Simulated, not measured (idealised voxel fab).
Process module name: voxel air gaps
Section shown: cut. Width: 240 nm. Cell size: 5 nm, square.
For the purposes of this document, a cross-section shall be understood as a grid of square cells, specified as bands listed in top-to-bottom order, each band consisting of one or more rows of cells.
Top height, bottom height, nm. Materials left to right, width each, nm. Single material + "edge to edge" = fills band edge to edge. "blank" = empty.
Ref level 0: as-received wafer is one material below here. Bottom band extends down with no lower bound ("0 nm and below").
The notation "30 to 40" denotes a width that varies across the rows of cells in the band, beginning at the first number in the top row, finishing at the second number in the bottom row, and changing by an identical amount from each row to the next.
"no alteration" for a step: no cell of the cross-section changed in that step.
The list in "closed voids" covers empty spaces of 8 cells or more that cannot reach the top through any open way, and it gives each as width x height at distance; the distance is from the left edge, and width, height and distance are in nm.
The remark found on a step's line after its settings is issued by the simulator itself and pertains to that step.
A step line may carry the setting "overlay nm", which, for steps involving a mask, states the distance by which the mask lay to the right of its intended position; negative values denote displacement to the left.
**The planned process steps are enumerated hereunder**
1) RECEIVE, material Si
2) CONFORMAL_DEP, material SiO2, thk nm 15
3) CONFORMAL_DEP, material SiN, thk nm 5
4) DIRECTIONAL_DEP, material SiO2, thk nm 35
5) DIRECTIONAL_DEP, material aC, thk nm 15
6) PATTERN, tone open, mask id LINES, material resist, width nm 20, pitch nm 45, thk nm 35, overlay nm 0
7) DIRECTIONAL_ETCH, etch materials aC, depth nm 15
8) STRIP, etch materials resist
9) DIRECTIONAL_ETCH, etch materials SiO2, depth nm 35
10) STRIP, etch materials aC
11) CONFORMAL_DEP, material TiN, thk nm 5
12) FILL_DEP, material Cu, thk nm 5
13) CMP, height nm 55
14) EPI, material Ru, thk nm 10
15) SELECTIVE_ETCH, etch materials SiO2, depth nm 45
16) CONFORMAL_DEP, material SiCN, thk nm 5
**This is the cross-section of the wafer as we received it, i.e. after step 1**
* 0 nm and below = Si edge to edge
* closed voids: none
**First wafer of two, sectioned at end of module; run went per plan**
* 70 nm to 65 nm = blank=25; SiCN=185; blank=30
* 65 nm to 55 nm = blank=25; SiCN=5; Ru=40; SiCN=5; Ru=40; SiCN=5; Ru=40; SiCN=5; Ru=40; SiCN=5; blank=30
* 55 nm to 50 nm = blank=25; SiCN=15; TiN=5; Cu=10; TiN=5; SiCN=25; TiN=5; Cu=10; TiN=5; SiCN=25; TiN=5; Cu=10; TiN=5; SiCN=25; TiN=5; Cu=10; TiN=5; SiCN=15; blank=30
* 50 nm to 25 nm = blank=35; SiCN=5; TiN=5; Cu=10; TiN=5; SiCN=5; blank=15; SiCN=5; TiN=5; Cu=10; TiN=5; SiCN=5; blank=15; SiCN=5; TiN=5; Cu=10; TiN=5; SiCN=5; blank=15; SiCN=5; TiN=5; Cu=10; TiN=5; SiCN=5; blank=40
* 25 nm to 20 nm = SiCN=40; TiN=20; SiCN=25; TiN=20; SiCN=25; TiN=20; SiCN=25; TiN=20; SiCN=45
* 20 nm to 15 nm = SiN edge to edge
* 15 nm to 0 nm = SiO2 edge to edge
* 0 nm and below = Si edge to edge
* closed voids: 15 x 25 at 65; 15 x 25 at 110; 15 x 25 at 155
**Module end: cross-section of wafer two of two. Same start and process plan as the first wafer. One mistake during execution**
* 70 nm to 65 nm = SiCN edge to edge
* 65 nm to 55 nm = Ru edge to edge
* 55 nm to 25 nm = Cu=35; TiN=5; SiO2=20; TiN=5; Cu=15; TiN=5; SiO2=20; TiN=5; Cu=15; TiN=5; SiO2=20; TiN=5; Cu=15; TiN=5; SiO2=20; TiN=5; Cu=40
* 25 nm to 20 nm = TiN=40; SiO2=20; TiN=25; SiO2=20; TiN=25; SiO2=20; TiN=25; SiO2=20; TiN=45
* 20 nm to 15 nm = SiN edge to edge
* 15 nm to 0 nm = SiO2 edge to edge
* 0 nm and below = Si edge to edge
* closed voids: none
Finding, execution versus plan: step 6 deviated from plan and actually ran as PATTERN, tone cover, mask id LINES, material resist, width nm 20, pitch nm 45, thk nm 35, overlay nm 0
Wafer comparison, final, in cells, second relative to first, materials more or fewer: Cu +96; Ru +32; SiCN -92; SiO2 +112; TiN +16
By the end, 3 closed voids are present in the first wafer and 0 in the second.
